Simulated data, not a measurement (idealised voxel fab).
A process module follows: voxel air gaps.
Cross-sectional view cut (width: 165 nm; square cell size: 5 nm).
This document writes a cross-section as a grid whose cells are square, and gives it as bands, listed from the top down; one or more rows of cells form a band. Top, bottom (nm), then materials left to right with widths (nm); lone material tagged "throughout" fills the whole band edge to edge; "air" = empty space. Heights are reckoned from 0. Under this level, the received wafer is all of one material. The bottommost band is open-ended downward, for example "0 down". Top row gets the first number, bottom row gets the second, and each row in between changes by the same step: that is how a band width like "30..40" works. Reading "no alterations made" for a step: not a cell of the cross-section changed in it. "Closed void catalog": sealed empty spaces, 8 cells or more, no open way to top, listed width x height at distance, with distance from the left edge and width, height and distance in nm. What comes after the settings on a step's line is commentary from the simulator itself on that step. overlay nm: right-of-plan distance of the mask on a masked step; negative values mean left-of-plan.
## The following list gives the planned process steps
1: RECEIVE: material Si
2: CONFORMAL_DEP: material SiO2, thk nm 15
3: CONFORMAL_DEP: material SiN, thk nm 5
4: DIRECTIONAL_DEP: material SiO2, thk nm 40
5: PATTERN: tone open, mask id LINES, material resist, width nm 15, pitch nm 40, thk nm 15, overlay nm 0
6: DIRECTIONAL_ETCH: etch materials SiO2, depth nm 40
7: STRIP: etch materials resist
8: CONFORMAL_DEP: material TiN, thk nm 5
9: FILL_DEP: material W, thk nm 10
10: CMP: height nm 60
11: EPI: material Ru, thk nm 10
12: SELECTIVE_ETCH: etch materials SiO2, depth nm 50
13: CONFORMAL_DEP: material SiCN, thk nm 5
## Step 1 complete: cross-section of the wafer as received
- 0 down: Si throughout
- Closed void catalog: none
## first wafer at the end, as planned
- 75 to 70: 20 nm air, 125 nm SiCN, 20 nm air
- 70 to 60: 20 nm air, 5 nm SiCN, 35 nm Ru, 5 nm SiCN, 35 nm Ru, 5 nm SiCN, 35 nm Ru, 5 nm SiCN, 20 nm air
- 60 to 55: 20 nm air, 15 nm SiCN, 5 nm TiN, 5 nm W, 5 nm TiN, 25 nm SiCN, 5 nm TiN, 5 nm W, 5 nm TiN, 25 nm SiCN, 5 nm TiN, 5 nm W, 5 nm TiN, 15 nm SiCN, 20 nm air
- 55 to 25: 30 nm air, 5 nm SiCN, 5 nm TiN, 5 nm W, 5 nm TiN, 5 nm SiCN, 15 nm air, 5 nm SiCN, 5 nm TiN, 5 nm W, 5 nm TiN, 5 nm SiCN, 15 nm air, 5 nm SiCN, 5 nm TiN, 5 nm W, 5 nm TiN, 5 nm SiCN, 30 nm air
- 25 to 20: 35 nm SiCN, 15 nm TiN, 25 nm SiCN, 15 nm TiN, 25 nm SiCN, 15 nm TiN, 35 nm SiCN
- 20 to 15: SiN throughout
- 15 to 0: SiO2 throughout
- 0 down: Si throughout
- Closed void catalog: 15 x 30 at 55; 15 x 30 at 95
## Now the second wafer, cross-sectioned at the end of the module. Nothing different at the start, nothing different in the plan compared with the first, just one mistake when it was actually run
- 75 to 70: 15 nm air, 135 nm SiCN, 15 nm air
- 70 to 60: 15 nm air, 5 nm SiCN, 125 nm Ru, 5 nm SiCN, 15 nm air
- 60 to 55: 15 nm air, 15 nm SiCN, 5 nm TiN, 15 nm W, 5 nm TiN, 15 nm SiO2, 5 nm TiN, 15 nm W, 5 nm TiN, 15 nm SiO2, 5 nm TiN, 15 nm W, 5 nm TiN, 15 nm SiCN, 15 nm air
- 55 to 25: 25 nm air, 5 nm SiCN, 5 nm TiN, 15 nm W, 5 nm TiN, 15 nm SiO2, 5 nm TiN, 15 nm W, 5 nm TiN, 15 nm SiO2, 5 nm TiN, 15 nm W, 5 nm TiN, 5 nm SiCN, 25 nm air
- 25 to 20: 30 nm SiCN, 25 nm TiN, 15 nm SiO2, 25 nm TiN, 15 nm SiO2, 25 nm TiN, 30 nm SiCN
- 20 to 15: SiN throughout
- 15 to 0: SiO2 throughout
- 0 down: Si throughout
- Closed void catalog: none
Run error: for step 5, the planned setting was not used; the step was instead run as PATTERN: tone open, mask id LINES, material resist, width nm 25, pitch nm 40, thk nm 15, overlay nm 0
Materials where the second wafer ends with more or fewer cells than the first: 8 more of Ru | 48 fewer of SiCN | 48 more of SiO2 | 6 more of TiN | 42 more of W
Wafer, first: 2 closed voids at end. Wafer, second: 0.
